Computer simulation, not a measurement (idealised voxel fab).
Process module under the name voxel transistor to metal
The width of the displayed cross-section, cut, is 200 nm; its cells are square, with a size of 5 nm.
Cross-section spec: square-cell grid; bands listed top down; each band is one or more rows. It is stipulated that each band's entry specify, in nanometres, the height of the top of the band and then that of its bottom, followed by the materials of the band in left-to-right sequence, each together with its width in nanometres. A single material marked by the word "throughout" is understood to fill the band from edge to edge; the word "blank" is understood to denote empty space. We count height from 0. Below that, the starting wafer is all one material. The lowest band never ends at the bottom but goes on down; see "0 and below" for how that is written. It should be noted that a width expressed as "30 to 40" varies in equal increments from row to row of cells within the band, taking the value of the first number at the top row and that of the second number at the bottom row. "everything unchanged" means the step left every cell of the cross-section as it was. Under "Trapped cavities" you'll find the enclosed gaps, the ones with no way out to the top, that are 8 cells or bigger; each reads width x height at distance, with distance counted from the left edge, everything in nm. On each step's line, the part that comes after the settings is the simulator's own comment on the step. overlay nm: on a step with a mask, how far right of its planned place the mask lay; negative means left.

### Process steps (planned)
step 1: RECEIVE with material Si
step 2: CONFORMAL_DEP with material SiO2, thk nm 5
step 3: CONFORMAL_DEP with material SiN, thk nm 15
step 4: DIRECTIONAL_DEP with material aC, thk nm 10
step 5: PATTERN with tone cover, mask id ACTIVE, material resist, width nm 110, thk nm 25, overlay nm 0
step 6: DIRECTIONAL_ETCH with etch materials aC, depth nm 10
step 7: STRIP with etch materials resist
step 8: DIRECTIONAL_ETCH with etch materials SiN, depth nm 15
step 9: DIRECTIONAL_ETCH with etch materials SiO2, depth nm 5
step 10: DIRECTIONAL_ETCH with etch materials Si, depth nm 25
step 11: STRIP with etch materials aC
step 12: FILL_DEP with material SiO2, thk nm 10
step 13: CMP with height nm 20
step 14: SELECTIVE_ETCH with etch materials SiO2, depth nm 5
step 15: STRIP with etch materials SiN
step 16: SELECTIVE_ETCH with etch materials SiO2, depth nm 5
step 17: OXIDIZE with depth nm 5
step 18: DIRECTIONAL_DEP with material polySi, thk nm 20
step 19: DIRECTIONAL_DEP with material SiCN, thk nm 10
step 20: MASKED_ETCH with tone cover, mask id GATE, width nm 20, etch materials SiCN, depth nm 20, overlay nm 0
step 21: MASKED_ETCH with tone cover, mask id GATE, width nm 20, etch materials polySi, depth nm 30, overlay nm 0
step 22: CONFORMAL_DEP with material SiO2, thk nm 5
step 23: DIRECTIONAL_ETCH with etch materials SiO2, depth nm 5
step 24: CONFORMAL_DEP with material SiN, thk nm 5
step 25: DIRECTIONAL_ETCH with etch materials SiN, depth nm 5
step 26: DIRECTIONAL_ETCH with etch materials SiO2, depth nm 5
step 27: DIRECTIONAL_ETCH with etch materials Si, depth nm 5
step 28: EPI with material pSi, thk nm 5
step 29: FILL_DEP with material SiO2, thk nm 5
step 30: CMP with height nm 30
step 31: DIRECTIONAL_DEP with material SiO2, thk nm 15
step 32: PATTERN with tone open, mask id CONTACT, material resist, width nm 20, pitch nm 80, thk nm 20, overlay nm 0
step 33: DIRECTIONAL_ETCH with etch materials SiO2, depth nm 50
step 34: STRIP with etch materials resist
step 35: CONFORMAL_DEP with material TiN, thk nm 5
step 36: FILL_DEP with material W, thk nm 10
step 37: CMP with height nm 45
step 38: DIRECTIONAL_DEP with material TiN, thk nm 5
step 39: DIRECTIONAL_DEP with material Ru, thk nm 15
step 40: MASKED_ETCH with tone cover, mask id METAL_1, width nm 20, pitch nm 80, etch materials Ru, depth nm 15, overlay nm 0
step 41: MASKED_ETCH with tone cover, mask id METAL_1, width nm 20, pitch nm 80, etch materials TiN, depth nm 5, overlay nm 0
step 42: FILL_DEP with material lowk, thk nm 10
step 43: CMP with height nm 65
step 44: CONFORMAL_DEP with material SiCN, thk nm 5
step 45: DIRECTIONAL_DEP with material lowk, thk nm 35
step 46: PATTERN with tone open, mask id METAL_2_HOLES, material resist, width nm 15, pitch nm 80, thk nm 20, overlay nm 0
step 47: DIRECTIONAL_ETCH with etch materials lowk, depth nm 35
step 48: STRIP with etch materials resist
step 49: PATTERN with tone open, mask id METAL_2, material resist, width nm 20, pitch nm 80, thk nm 20, overlay nm 0
step 50: DIRECTIONAL_ETCH with etch materials lowk, depth nm 20
step 51: DIRECTIONAL_ETCH with etch materials SiCN, depth nm 5
step 52: STRIP with etch materials resist
step 53: CONFORMAL_DEP with material TiN, thk nm 5
step 54: FILL_DEP with material Ru, thk nm 10
step 55: CMP with height nm 105
step 56: CONFORMAL_DEP with material SiCN, thk nm 5

### Below: the first of two wafers, run as planned

### Wafer as received: cross-section following step 1
> 0 and below | Si throughout
> Trapped cavities: none

### Cross-section of the wafer subsequent to step 2
> 5 down to 0 | SiO2 throughout
> Under 0: no change, same as before.

### Cross-section of the wafer subsequent to step 3
> 20 down to 5 | SiN throughout
> Under 5: no change, same as before.

### Cross-section of the wafer subsequent to step 4
> 30 down to 20 | aC throughout
> Under 20: no change, same as before.

### Cross-section of the wafer subsequent to step 5
> 55 down to 30 | 45 of blank | 110 of resist | 45 of blank
> Under 30: no change, same as before.

### Cross-section of the wafer subsequent to step 6
> 45 down to 30 | 45 of blank | 110 of resist | 45 of blank
> 30 down to 20 | 45 of blank | 110 of aC | 45 of blank
> Under 20: no change, same as before.

### Cross-section of the wafer subsequent to step 7
> 30 down to 20 | 45 of blank | 110 of aC | 45 of blank
> Under 20: no change, same as before.

### Cross-section of the wafer subsequent to step 8
> 30 down to 20 | 45 of blank | 110 of aC | 45 of blank
> 20 down to 5 | 45 of blank | 110 of SiN | 45 of blank
> Under 5: no change, same as before.

### Cross-section of the wafer subsequent to step 9
> 30 down to 20 | 45 of blank | 110 of aC | 45 of blank
> 20 down to 5 | 45 of blank | 110 of SiN | 45 of blank
> 5 down to 0 | 45 of blank | 110 of SiO2 | 45 of blank
> Under 0: no change, same as before.

### Cross-section of the wafer subsequent to step 10
> 30 down to 20 | 45 of blank | 110 of aC | 45 of blank
> 20 down to 5 | 45 of blank | 110 of SiN | 45 of blank
> 5 down to 0 | 45 of blank | 110 of SiO2 | 45 of blank
> 0 down to -25 | 45 of blank | 110 of Si | 45 of blank
> Under -25: no change, same as before.

### Cross-section of the wafer subsequent to step 11
> 20 down to 5 | 45 of blank | 110 of SiN | 45 of blank
> Under 5: no change, same as before.

### Cross-section of the wafer subsequent to step 12
> 30 down to 20 | SiO2 throughout
> 20 down to 5 | 45 of SiO2 | 110 of SiN | 45 of SiO2
> 5 down to 0 | SiO2 throughout
> 0 down to -25 | 45 of SiO2 | 110 of Si | 45 of SiO2
> Under -25: no change, same as before.

### Cross-section of the wafer subsequent to step 13
> 20 down to 5 | 45 of SiO2 | 110 of SiN | 45 of SiO2
> Under 5: no change, same as before.

### Cross-section of the wafer subsequent to step 14
> 20 down to 15 | 45 of blank | 110 of SiN | 45 of blank
> Under 15: no change, same as before.

### Cross-section of the wafer subsequent to step 15
> 15 down to 5 | 45 of SiO2 | 110 of blank | 45 of SiO2
> Under 5: no change, same as before.

### Cross-section of the wafer subsequent to step 16
> 10 down to 0 | 40 of SiO2 | 120 of blank | 40 of SiO2
> Under 0: no change, same as before.

### Cross-section of the wafer subsequent to step 17
> 10 down to 0 | 40 of SiO2 | 120 of blank | 40 of SiO2
> 0 down to -5 | SiO2 throughout
> Under -5: no change, same as before.

### Cross-section of the wafer subsequent to step 18
> 30 down to 20 | 40 of polySi | 120 of blank | 40 of polySi
> 20 down to 10 | polySi throughout
> 10 down to 0 | 40 of SiO2 | 120 of polySi | 40 of SiO2
> Under 0: no change, same as before.

### Cross-section of the wafer subsequent to step 19
> 40 down to 30 | 40 of SiCN | 120 of blank | 40 of SiCN
> 30 down to 20 | 40 of polySi | 120 of SiCN | 40 of polySi
> Under 20: no change, same as before.

### Cross-section of the wafer subsequent to step 20
> 30 down to 20 | 40 of polySi | 50 of blank | 20 of SiCN | 50 of blank | 40 of polySi
> Under 20: no change, same as before.

### Cross-section of the wafer subsequent to step 21
> 30 down to 20 | 90 of blank | 20 of SiCN | 90 of blank
> 20 down to 10 | 90 of blank | 20 of polySi | 90 of blank
> 10 down to 0 | 40 of SiO2 | 50 of blank | 20 of polySi | 50 of blank | 40 of SiO2
> Under 0: no change, same as before.

### Cross-section of the wafer subsequent to step 22
> 35 down to 30 | 85 of blank | 30 of SiO2 | 85 of blank
> 30 down to 20 | 85 of blank | 5 of SiO2 | 20 of SiCN | 5 of SiO2 | 85 of blank
> 20 down to 15 | 85 of blank | 5 of SiO2 | 20 of polySi | 5 of SiO2 | 85 of blank
> 15 down to 5 | 45 of SiO2 | 40 of blank | 5 of SiO2 | 20 of polySi | 5 of SiO2 | 40 of blank | 45 of SiO2
> 5 down to 0 | 90 of SiO2 | 20 of polySi | 90 of SiO2
> Under 0: no change, same as before.

### Cross-section of the wafer subsequent to step 23
> 30 down to 20 | 85 of blank | 5 of SiO2 | 20 of SiCN | 5 of SiO2 | 85 of blank
> 20 down to 10 | 85 of blank | 5 of SiO2 | 20 of polySi | 5 of SiO2 | 85 of blank
> 10 down to 0 | 45 of SiO2 | 40 of blank | 5 of SiO2 | 20 of polySi | 5 of SiO2 | 40 of blank | 45 of SiO2
> Under 0: no change, same as before.

### Cross-section of the wafer subsequent to step 24
> 35 down to 30 | 80 of blank | 40 of SiN | 80 of blank
> 30 down to 20 | 80 of blank | 5 of SiN | 5 of SiO2 | 20 of SiCN | 5 of SiO2 | 5 of SiN | 80 of blank
> 20 down to 15 | 80 of blank | 5 of SiN | 5 of SiO2 | 20 of polySi | 5 of SiO2 | 5 of SiN | 80 of blank
> 15 down to 10 | 50 of SiN | 30 of blank | 5 of SiN | 5 of SiO2 | 20 of polySi | 5 of SiO2 | 5 of SiN | 30 of blank | 50 of SiN
> 10 down to 5 | 45 of SiO2 | 5 of SiN | 30 of blank | 5 of SiN | 5 of SiO2 | 20 of polySi | 5 of SiO2 | 5 of SiN | 30 of blank | 5 of SiN | 45 of SiO2
> 5 down to 0 | 45 of SiO2 | 40 of SiN | 5 of SiO2 | 20 of polySi | 5 of SiO2 | 40 of SiN | 45 of SiO2
> Under 0: no change, same as before.

### Cross-section of the wafer subsequent to step 25
> 30 down to 20 | 80 of blank | 5 of SiN | 5 of SiO2 | 20 of SiCN | 5 of SiO2 | 5 of SiN | 80 of blank
> 20 down to 10 | 80 of blank | 5 of SiN | 5 of SiO2 | 20 of polySi | 5 of SiO2 | 5 of SiN | 80 of blank
> 10 down to 0 | 45 of SiO2 | 5 of SiN | 30 of blank | 5 of SiN | 5 of SiO2 | 20 of polySi | 5 of SiO2 | 5 of SiN | 30 of blank | 5 of SiN | 45 of SiO2
> Under 0: no change, same as before.

### Cross-section of the wafer subsequent to step 26
> 30 down to 25 | 80 of blank | 5 of SiN | 5 of blank | 20 of SiCN | 5 of blank | 5 of SiN | 80 of blank
> 25 down to 20 | 80 of blank | 5 of SiN | 5 of SiO2 | 20 of SiCN | 5 of SiO2 | 5 of SiN | 80 of blank
> 20 down to 10 | 80 of blank | 5 of SiN | 5 of SiO2 | 20 of polySi | 5 of SiO2 | 5 of SiN | 80 of blank
> 10 down to 5 | 45 of blank | 5 of SiN | 30 of blank | 5 of SiN | 5 of SiO2 | 20 of polySi | 5 of SiO2 | 5 of SiN | 30 of blank | 5 of SiN | 45 of blank
> 5 down to 0 | 45 of SiO2 | 5 of SiN | 30 of blank | 5 of SiN | 5 of SiO2 | 20 of polySi | 5 of SiO2 | 5 of SiN | 30 of blank | 5 of SiN | 45 of SiO2
> 0 down to -5 | 50 of SiO2 | 30 of blank | 40 of SiO2 | 30 of blank | 50 of SiO2
> Under -5: no change, same as before.

### Cross-section of the wafer subsequent to step 27
> 30 down to 25 | 80 of blank | 5 of SiN | 5 of blank | 20 of SiCN | 5 of blank | 5 of SiN | 80 of blank
> 25 down to 20 | 80 of blank | 5 of SiN | 5 of SiO2 | 20 of SiCN | 5 of SiO2 | 5 of SiN | 80 of blank
> 20 down to 10 | 80 of blank | 5 of SiN | 5 of SiO2 | 20 of polySi | 5 of SiO2 | 5 of SiN | 80 of blank
> 10 down to 5 | 45 of blank | 5 of SiN | 30 of blank | 5 of SiN | 5 of SiO2 | 20 of polySi | 5 of SiO2 | 5 of SiN | 30 of blank | 5 of SiN | 45 of blank
> 5 down to 0 | 45 of SiO2 | 5 of SiN | 30 of blank | 5 of SiN | 5 of SiO2 | 20 of polySi | 5 of SiO2 | 5 of SiN | 30 of blank | 5 of SiN | 45 of SiO2
> 0 down to -5 | 50 of SiO2 | 30 of blank | 40 of SiO2 | 30 of blank | 50 of SiO2
> -5 down to -10 | 45 of SiO2 | 5 of Si | 30 of blank | 40 of Si | 30 of blank | 5 of Si | 45 of SiO2
> Under -10: no change, same as before.

### Cross-section of the wafer subsequent to step 28
> 30 down to 25 | 80 of blank | 5 of SiN | 5 of blank | 20 of SiCN | 5 of blank | 5 of SiN | 80 of blank
> 25 down to 20 | 80 of blank | 5 of SiN | 5 of SiO2 | 20 of SiCN | 5 of SiO2 | 5 of SiN | 80 of blank
> 20 down to 10 | 80 of blank | 5 of SiN | 5 of SiO2 | 20 of polySi | 5 of SiO2 | 5 of SiN | 80 of blank
> 10 down to 5 | 45 of blank | 5 of SiN | 30 of blank | 5 of SiN | 5 of SiO2 | 20 of polySi | 5 of SiO2 | 5 of SiN | 30 of blank | 5 of SiN | 45 of blank
> 5 down to 0 | 45 of SiO2 | 5 of SiN | 30 of blank | 5 of SiN | 5 of SiO2 | 20 of polySi | 5 of SiO2 | 5 of SiN | 30 of blank | 5 of SiN | 45 of SiO2
> 0 down to -5 | 50 of SiO2 | 5 of pSi | 20 of blank | 5 of pSi | 40 of SiO2 | 5 of pSi | 20 of blank | 5 of pSi | 50 of SiO2
> -5 down to -10 | 45 of SiO2 | 5 of Si | 30 of pSi | 40 of Si | 30 of pSi | 5 of Si | 45 of SiO2
> Under -10: no change, same as before.

### Cross-section of the wafer subsequent to step 29
> 35 down to 30 | SiO2 throughout
> 30 down to 20 | 80 of SiO2 | 5 of SiN | 5 of SiO2 | 20 of SiCN | 5 of SiO2 | 5 of SiN | 80 of SiO2
> 20 down to 10 | 80 of SiO2 | 5 of SiN | 5 of SiO2 | 20 of polySi | 5 of SiO2 | 5 of SiN | 80 of SiO2
> 10 down to 0 | 45 of SiO2 | 5 of SiN | 30 of SiO2 | 5 of SiN | 5 of SiO2 | 20 of polySi | 5 of SiO2 | 5 of SiN | 30 of SiO2 | 5 of SiN | 45 of SiO2
> 0 down to -5 | 50 of SiO2 | 5 of pSi | 20 of SiO2 | 5 of pSi | 40 of SiO2 | 5 of pSi | 20 of SiO2 | 5 of pSi | 50 of SiO2
> Under -5: no change, same as before.

### Cross-section of the wafer subsequent to step 30
> 30 down to 20 | 80 of SiO2 | 5 of SiN | 5 of SiO2 | 20 of SiCN | 5 of SiO2 | 5 of SiN | 80 of SiO2
> Under 20: no change, same as before.

### Cross-section of the wafer subsequent to step 31
> 45 down to 30 | SiO2 throughout
> Under 30: no change, same as before.

### Cross-section of the wafer subsequent to step 32
> 65 down to 45 | 50 of resist | 20 of blank | 60 of resist | 20 of blank | 50 of resist
> Under 45: no change, same as before.

### Cross-section of the wafer subsequent to step 33
> 65 down to 45 | 50 of resist | 20 of blank | 60 of resist | 20 of blank | 50 of resist
> 45 down to 30 | 50 of SiO2 | 20 of blank | 60 of SiO2 | 20 of blank | 50 of SiO2
> 30 down to 20 | 50 of SiO2 | 20 of blank | 10 of SiO2 | 5 of SiN | 5 of SiO2 | 20 of SiCN | 5 of SiO2 | 5 of SiN | 10 of SiO2 | 20 of blank | 50 of SiO2
> 20 down to 10 | 50 of SiO2 | 20 of blank | 10 of SiO2 | 5 of SiN | 5 of SiO2 | 20 of polySi | 5 of SiO2 | 5 of SiN | 10 of SiO2 | 20 of blank | 50 of SiO2
> 10 down to 0 | 45 of SiO2 | 5 of SiN | 20 of blank | 10 of SiO2 | 5 of SiN | 5 of SiO2 | 20 of polySi | 5 of SiO2 | 5 of SiN | 10 of SiO2 | 20 of blank | 5 of SiN | 45 of SiO2
> 0 down to -5 | 50 of SiO2 | 5 of pSi | 15 of blank | 5 of SiO2 | 5 of pSi | 40 of SiO2 | 5 of pSi | 5 of SiO2 | 15 of blank | 5 of pSi | 50 of SiO2
> Under -5: no change, same as before.

### Cross-section of the wafer subsequent to step 34
> 45 down to 30 | 50 of SiO2 | 20 of blank | 60 of SiO2 | 20 of blank | 50 of SiO2
> Under 30: no change, same as before.

### Cross-section of the wafer subsequent to step 35
> 50 down to 45 | 55 of TiN | 10 of blank | 70 of TiN | 10 of blank | 55 of TiN
> 45 down to 30 | 50 of SiO2 | 5 of TiN | 10 of blank | 5 of TiN | 60 of SiO2 | 5 of TiN | 10 of blank | 5 of TiN | 50 of SiO2
> 30 down to 20 | 50 of SiO2 | 5 of TiN | 10 of blank | 5 of TiN | 10 of SiO2 | 5 of SiN | 5 of SiO2 | 20 of SiCN | 5 of SiO2 | 5 of SiN | 10 of SiO2 | 5 of TiN | 10 of blank | 5 of TiN | 50 of SiO2
> 20 down to 10 | 50 of SiO2 | 5 of TiN | 10 of blank | 5 of TiN | 10 of SiO2 | 5 of SiN | 5 of SiO2 | 20 of polySi | 5 of SiO2 | 5 of SiN | 10 of SiO2 | 5 of TiN | 10 of blank | 5 of TiN | 50 of SiO2
> 10 down to 0 | 45 of SiO2 | 5 of SiN | 5 to 10 of TiN | 10 to 5 of blank | 5 of TiN | 10 of SiO2 | 5 of SiN | 5 of SiO2 | 20 of polySi | 5 of SiO2 | 5 of SiN | 10 of SiO2 | 5 of TiN | 10 to 5 of blank | 5 to 10 of TiN | 5 of SiN | 45 of SiO2
> 0 down to -5 | 50 of SiO2 | 5 of pSi | 15 of TiN | 5 of SiO2 | 5 of pSi | 40 of SiO2 | 5 of pSi | 5 of SiO2 | 15 of TiN | 5 of pSi | 50 of SiO2
> Under -5: no change, same as before.

### Cross-section of the wafer subsequent to step 36
> 60 down to 50 | W throughout
> 50 down to 45 | 55 of TiN | 10 of W | 70 of TiN | 10 of W | 55 of TiN
> 45 down to 30 | 50 of SiO2 | 5 of TiN | 10 of W | 5 of TiN | 60 of SiO2 | 5 of TiN | 10 of W | 5 of TiN | 50 of SiO2
> 30 down to 20 | 50 of SiO2 | 5 of TiN | 10 of W | 5 of TiN | 10 of SiO2 | 5 of SiN | 5 of SiO2 | 20 of SiCN | 5 of SiO2 | 5 of SiN | 10 of SiO2 | 5 of TiN | 10 of W | 5 of TiN | 50 of SiO2
> 20 down to 10 | 50 of SiO2 | 5 of TiN | 10 of W | 5 of TiN | 10 of SiO2 | 5 of SiN | 5 of SiO2 | 20 of polySi | 5 of SiO2 | 5 of SiN | 10 of SiO2 | 5 of TiN | 10 of W | 5 of TiN | 50 of SiO2
> 10 down to 0 | 45 of SiO2 | 5 of SiN | 5 to 10 of TiN | 10 to 5 of W | 5 of TiN | 10 of SiO2 | 5 of SiN | 5 of SiO2 | 20 of polySi | 5 of SiO2 | 5 of SiN | 10 of SiO2 | 5 of TiN | 10 to 5 of W | 5 to 10 of TiN | 5 of SiN | 45 of SiO2
> Under 0: no change, same as before.

### Cross-section of the wafer subsequent to step 37
> 45 down to 30 | 50 of SiO2 | 5 of TiN | 10 of W | 5 of TiN | 60 of SiO2 | 5 of TiN | 10 of W | 5 of TiN | 50 of SiO2
> Under 30: no change, same as before.

### Cross-section of the wafer subsequent to step 38
> 50 down to 45 | TiN throughout
> Under 45: no change, same as before.

### Cross-section of the wafer subsequent to step 39
> 65 down to 50 | Ru throughout
> Under 50: no change, same as before.

### Cross-section of the wafer subsequent to step 40
> 65 down to 50 | 50 of blank | 20 of Ru | 60 of blank | 20 of Ru | 50 of blank
> Under 50: no change, same as before.

### Cross-section of the wafer subsequent to step 41
> 65 down to 50 | 50 of blank | 20 of Ru | 60 of blank | 20 of Ru | 50 of blank
> 50 down to 45 | 50 of blank | 20 of TiN | 60 of blank | 20 of TiN | 50 of blank
> Under 45: no change, same as before.

### Cross-section of the wafer subsequent to step 42
> 75 down to 65 | lowk throughout
> 65 down to 50 | 50 of lowk | 20 of Ru | 60 of lowk | 20 of Ru | 50 of lowk
> 50 down to 45 | 50 of lowk | 20 of TiN | 60 of lowk | 20 of TiN | 50 of lowk
> Under 45: no change, same as before.

### Cross-section of the wafer subsequent to step 43
> 65 down to 50 | 50 of lowk | 20 of Ru | 60 of lowk | 20 of Ru | 50 of lowk
> Under 50: no change, same as before.

### Cross-section of the wafer subsequent to step 44
> 70 down to 65 | SiCN throughout
> Under 65: no change, same as before.

### Cross-section of the wafer subsequent to step 45
> 105 down to 70 | lowk throughout
> Under 70: no change, same as before.

### Cross-section of the wafer subsequent to step 46
> 125 down to 105 | 50 of resist | 15 of blank | 65 of resist | 15 of blank | 55 of resist
> Under 105: no change, same as before.

### Cross-section of the wafer subsequent to step 47
> 125 down to 105 | 50 of resist | 15 of blank | 65 of resist | 15 of blank | 55 of resist
> 105 down to 70 | 50 of lowk | 15 of blank | 65 of lowk | 15 of blank | 55 of lowk
> Under 70: no change, same as before.

### Cross-section of the wafer subsequent to step 48
> 105 down to 70 | 50 of lowk | 15 of blank | 65 of lowk | 15 of blank | 55 of lowk
> Under 70: no change, same as before.

### Cross-section of the wafer subsequent to step 49
> 125 down to 105 | 50 of resist | 20 of blank | 60 of resist | 20 of blank | 50 of resist
> Under 105: no change, same as before.

### Cross-section of the wafer subsequent to step 50
> 125 down to 105 | 50 of resist | 20 of blank | 60 of resist | 20 of blank | 50 of resist
> 105 down to 85 | 50 of lowk | 20 of blank | 60 of lowk | 20 of blank | 50 of lowk
> Under 85: no change, same as before.

### Cross-section of the wafer subsequent to step 51
> 125 down to 105 | 50 of resist | 20 of blank | 60 of resist | 20 of blank | 50 of resist
> 105 down to 85 | 50 of lowk | 20 of blank | 60 of lowk | 20 of blank | 50 of lowk
> 85 down to 70 | 50 of lowk | 15 of blank | 65 of lowk | 15 of blank | 55 of lowk
> 70 down to 65 | 50 of SiCN | 15 of blank | 65 of SiCN | 15 of blank | 55 of SiCN
> Under 65: no change, same as before.

### Cross-section of the wafer subsequent to step 52
> 105 down to 85 | 50 of lowk | 20 of blank | 60 of lowk | 20 of blank | 50 of lowk
> Under 85: no change, same as before.

### Cross-section of the wafer subsequent to step 53
> 110 down to 105 | 55 of TiN | 10 of blank | 70 of TiN | 10 of blank | 55 of TiN
> 105 down to 90 | 50 of lowk | 5 of TiN | 10 of blank | 5 of TiN | 60 of lowk | 5 of TiN | 10 of blank | 5 of TiN | 50 of lowk
> 90 down to 85 | 50 of lowk | 5 of TiN | 5 of blank | 10 of TiN | 60 of lowk | 5 of TiN | 5 of blank | 10 of TiN | 50 of lowk
> 85 down to 70 | 50 of lowk | 5 of TiN | 5 of blank | 5 of TiN | 65 of lowk | 5 of TiN | 5 of blank | 5 of TiN | 55 of lowk
> 70 down to 65 | 50 of SiCN | 15 of TiN | 65 of SiCN | 15 of TiN | 55 of SiCN
> Under 65: no change, same as before.

### Cross-section of the wafer subsequent to step 54
> 120 down to 110 | Ru throughout
> 110 down to 105 | 55 of TiN | 10 of Ru | 70 of TiN | 10 of Ru | 55 of TiN
> 105 down to 90 | 50 of lowk | 5 of TiN | 10 of Ru | 5 of TiN | 60 of lowk | 5 of TiN | 10 of Ru | 5 of TiN | 50 of lowk
> 90 down to 85 | 50 of lowk | 5 of TiN | 5 of Ru | 10 of TiN | 60 of lowk | 5 of TiN | 5 of Ru | 10 of TiN | 50 of lowk
> 85 down to 70 | 50 of lowk | 5 of TiN | 5 of Ru | 5 of TiN | 65 of lowk | 5 of TiN | 5 of Ru | 5 of TiN | 55 of lowk
> Under 70: no change, same as before.

### Cross-section of the wafer subsequent to step 55
> 105 down to 90 | 50 of lowk | 5 of TiN | 10 of Ru | 5 of TiN | 60 of lowk | 5 of TiN | 10 of Ru | 5 of TiN | 50 of lowk
> Under 90: no change, same as before.

### Cross-section of the wafer subsequent to step 56
> 110 down to 105 | SiCN throughout
> Under 105: no change, same as before.

### Notes, second wafer: start = first wafer's, plan = first wafer's, execution had one mistake; history identical to first through step 48

### What the second wafer looks like in cross-section when step 49 should have wrapped up
> 125 down to 105 | 40 of resist | 20 of blank | 60 of resist | 20 of blank | 60 of resist
> 105 down to 70 | 50 of lowk | 10 of blank | 5 of resist | 65 of lowk | 10 of blank | 5 of resist | 55 of lowk
> Under 70: no change, same as before.

### What the second wafer looks like in cross-section when step 50 should have wrapped up
> 125 down to 105 | 40 of resist | 20 of blank | 60 of resist | 20 of blank | 60 of resist
> 105 down to 85 | 40 of lowk | 20 of blank | 5 of resist | 55 of lowk | 20 of blank | 5 of resist | 55 of lowk
> Under 85: no change, same as before.

### What the second wafer looks like in cross-section when step 51 should have wrapped up
> 125 down to 105 | 40 of resist | 20 of blank | 60 of resist | 20 of blank | 60 of resist
> 105 down to 85 | 40 of lowk | 20 of blank | 5 of resist | 55 of lowk | 20 of blank | 5 of resist | 55 of lowk
> 85 down to 70 | 50 of lowk | 10 of blank | 5 of resist | 65 of lowk | 10 of blank | 5 of resist | 55 of lowk
> 70 down to 65 | 50 of SiCN | 10 of blank | 70 of SiCN | 10 of blank | 60 of SiCN
> Under 65: no change, same as before.

### What the second wafer looks like in cross-section when step 52 should have wrapped up
> 105 down to 85 | 40 of lowk | 25 of blank | 55 of lowk | 25 of blank | 55 of lowk
> 85 down to 70 | 50 of lowk | 15 of blank | 65 of lowk | 15 of blank | 55 of lowk
> Under 70: no change, same as before.

### What the second wafer looks like in cross-section when step 53 should have wrapped up
> 110 down to 105 | 45 of TiN | 15 of blank | 65 of TiN | 15 of blank | 60 of TiN
> 105 down to 90 | 40 of lowk | 5 of TiN | 15 of blank | 5 of TiN | 55 of lowk | 5 of TiN | 15 of blank | 5 of TiN | 55 of lowk
> 90 down to 85 | 40 of lowk | 15 of TiN | 5 of blank | 5 of TiN | 55 of lowk | 15 of TiN | 5 of blank | 5 of TiN | 55 of lowk
> 85 down to 75 | 50 of lowk | 5 of TiN | 5 of blank | 5 of TiN | 65 of lowk | 5 of TiN | 5 of blank | 5 of TiN | 55 of lowk
> 75 down to 70 | 50 of lowk | 15 of TiN | 65 of lowk | 15 of TiN | 55 of lowk
> 70 down to 65 | 50 of SiCN | 10 of TiN | 70 of SiCN | 10 of TiN | 60 of SiCN
> Under 65: no change, same as before.

### What the second wafer looks like in cross-section when step 54 should have wrapped up
> 120 down to 110 | Ru throughout
> 110 down to 105 | 45 of TiN | 15 of Ru | 65 of TiN | 15 of Ru | 60 of TiN
> 105 down to 90 | 40 of lowk | 5 of TiN | 15 of Ru | 5 of TiN | 55 of lowk | 5 of TiN | 15 of Ru | 5 of TiN | 55 of lowk
> 90 down to 85 | 40 of lowk | 15 of TiN | 5 of Ru | 5 of TiN | 55 of lowk | 15 of TiN | 5 of Ru | 5 of TiN | 55 of lowk
> 85 down to 75 | 50 of lowk | 5 of TiN | 5 of Ru | 5 of TiN | 65 of lowk | 5 of TiN | 5 of Ru | 5 of TiN | 55 of lowk
> Under 75: no change, same as before.

### What the second wafer looks like in cross-section when step 55 should have wrapped up
> 105 down to 90 | 40 of lowk | 5 of TiN | 15 of Ru | 5 of TiN | 55 of lowk | 5 of TiN | 15 of Ru | 5 of TiN | 55 of lowk
> Under 90: no change, same as before.

### What the second wafer looks like in cross-section when step 56 should have wrapped up
> 110 down to 105 | SiCN throughout
> Under 105: no change, same as before.
Here's what went sideways: step 49 did not happen as planned, as run it was PATTERN with tone open, mask id METAL_2, material resist, width nm 20, pitch nm 80, thk nm 20, overlay nm -10
End of process, cell counts, second wafer against first, materials with more or fewer: Ru: 4 more; SiCN: 2 more; TiN: 2 more; lowk: 8 fewer
